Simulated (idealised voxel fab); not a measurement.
Documented hereafter: the process module known as voxel released beams.
Square cells of 5 nm make up the cross-section cut, whose width is 195 nm.
Cross-section = grid of square cells, listed top down in bands; band = one or more rows. Top, bottom (nm), then materials left to right with widths (nm); lone material tagged "all across" fills the whole band edge to edge; "empty" = empty space. Ref level 0: as-received wafer is one material below here. Bottom band extends down with no lower bound ("0 -> down"). A two-number width, for instance "30->40", indicates that the width is equal to the first number in the top row of the band and to the second number in the bottom row, and that it changes by a constant amount per row of cells. Step marked "nothing altered"? Then no cell in the cross-section changed in it. Entry "Closed void listing" = empty spaces >= 8 cells with no open way to the top; each as width x height at distance, distance from left edge, all nm. Text after the settings on a step's line: the simulator's own remark on that step. What "overlay nm" on a step's line means: if the step has a mask, that mask lay this far to the right of its planned place, or, when the value is negative, to the left.
Listed below are the process steps as planned:
1. RECEIVE (material Si)
2. CONFORMAL_DEP (material SiN; thk nm 5)
3. DIRECTIONAL_DEP (material SiO2; thk nm 15)
4. DIRECTIONAL_DEP (material aC; thk nm 10)
5. PATTERN (tone open; mask id ANCHOR; material resist; width nm 35; thk nm 30; overlay nm 0)
6. DIRECTIONAL_ETCH (etch materials aC; depth nm 10)
7. STRIP (etch materials resist)
8. DIRECTIONAL_ETCH (etch materials SiO2; depth nm 15)
9. STRIP (etch materials aC)
10. CONFORMAL_DEP (material polySi; thk nm 15)
11. MASKED_ETCH (tone cover; mask id BEAM; width nm 120; etch materials polySi; depth nm 15; overlay nm 0)
12. STRIP (etch materials SiO2)
Here's what the wafer looked like in cross-section when it arrived - that's after step 1:
0 -> down = Si all across
Closed void listing: none
One mistake in running the module, otherwise start and plan as above: cross-section at the end:
35 -> 20 = empty 35 | polySi 120 | empty 40
20 -> 5 = polySi all across
5 -> 0 = SiN all across
0 -> down = Si all across
Closed void listing: none
Here's what went sideways: step 3, actual vs plan mismatch, actual run DIRECTIONAL_DEP (material polySi; thk nm 15)
